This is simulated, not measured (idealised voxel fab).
Process module, titled voxel ribs on slabs
280 nm wide, 5 nm square cells: that's cross-section cut.
Just so we're on the same page, the cross-sections are grids of square cells, and they're listed out in bands top to bottom, each band one or more rows deep.
Basically the band line says how high the top is and how high the bottom is, in nm, and then what's in it from left to right, every material with its width in nm. Empty space shows up as "empty", and if a single material carries "all across" it runs the full band edge to edge.
Ref level 0: as-received wafer is one material below here. Bottom band extends down with no lower bound ("0 -> down").
Think of "30 to 40" as a width that walks from the first number to the second as you go down the band, top row to bottom row, taking equal-sized steps from row to row.
Take "nothing was modified" at face value: in the step it is given for, the cross-section changed in none of its cells.
Closed empty spaces (no open way to the top) of 8 cells or more are what "Sealed internal cavities" lists, each as width x height at distance from the left edge, nm for all three.
Anything after a step's settings on that line? It's the simulator's own note about the step.
"overlay nm" on a masked step: distance the mask lay right of its planned place, negative for left.
## The planned process steps are enumerated hereunder
| 1 | RECEIVE, material Si |
| 2 | DIRECTIONAL_DEP, material SiO2, thk nm 25 |
| 3 | DIRECTIONAL_DEP, material SiN, thk nm 25 |
| 4 | DIRECTIONAL_DEP, material aC, thk nm 15 |
| 5 | PATTERN, tone cover, mask id RIB, material resist, width nm 30, thk nm 30, overlay nm -15 |
| 6 | DIRECTIONAL_ETCH, etch materials aC, depth nm 15 |
| 7 | STRIP, etch materials resist |
| 8 | DIRECTIONAL_ETCH, etch materials SiN, depth nm 15 |
| 9 | STRIP, etch materials aC |
| 10 | PATTERN, tone cover, mask id SLAB, material resist, width nm 60, thk nm 20, overlay nm 0 |
| 11 | DIRECTIONAL_ETCH, etch materials SiN, depth nm 10 |
| 12 | STRIP, etch materials resist |
| 13 | FILL_DEP, material SiO2, thk nm 20 |
| 14 | CMP, height nm 60 |
| 15 | DIRECTIONAL_DEP, material TiN, thk nm 5 |
| 16 | MASKED_ETCH, tone cover, mask id HEATER, width nm 40, etch materials TiN, depth nm 5, overlay nm 0 |
| 17 | CONFORMAL_DEP, material SiN, thk nm 5 |
Wafers differ in overlay nm at step 5; plan lists the first wafer's value; identical starting state.
## So this is the first of several wafers, cross-sectioned as it came to us, meaning it's at the end of step 1
0 -> down = Si all across
Sealed internal cavities: none
## What follows is a table in which each wafer occupies a row; for the wafer as it stands at the close of the module, the row states, material by material, how many cells have been gained (+) or lost (-) since receipt, and then gives its closed voids
overlay nm -15; +100 SiN; +630 SiO2; +8 TiN; Sealed internal cavities: none
overlay nm -10; +100 SiN; +630 SiO2; +8 TiN; Sealed internal cavities: none
overlay nm -5; +100 SiN; +630 SiO2; +8 TiN; Sealed internal cavities: none
overlay nm 0; +100 SiN; +630 SiO2; +8 TiN; Sealed internal cavities: none
overlay nm 5; +100 SiN; +630 SiO2; +8 TiN; Sealed internal cavities: none
overlay nm 10; +100 SiN; +630 SiO2; +8 TiN; Sealed internal cavities: none
overlay nm 15; +100 SiN; +630 SiO2; +8 TiN; Sealed internal cavities: none
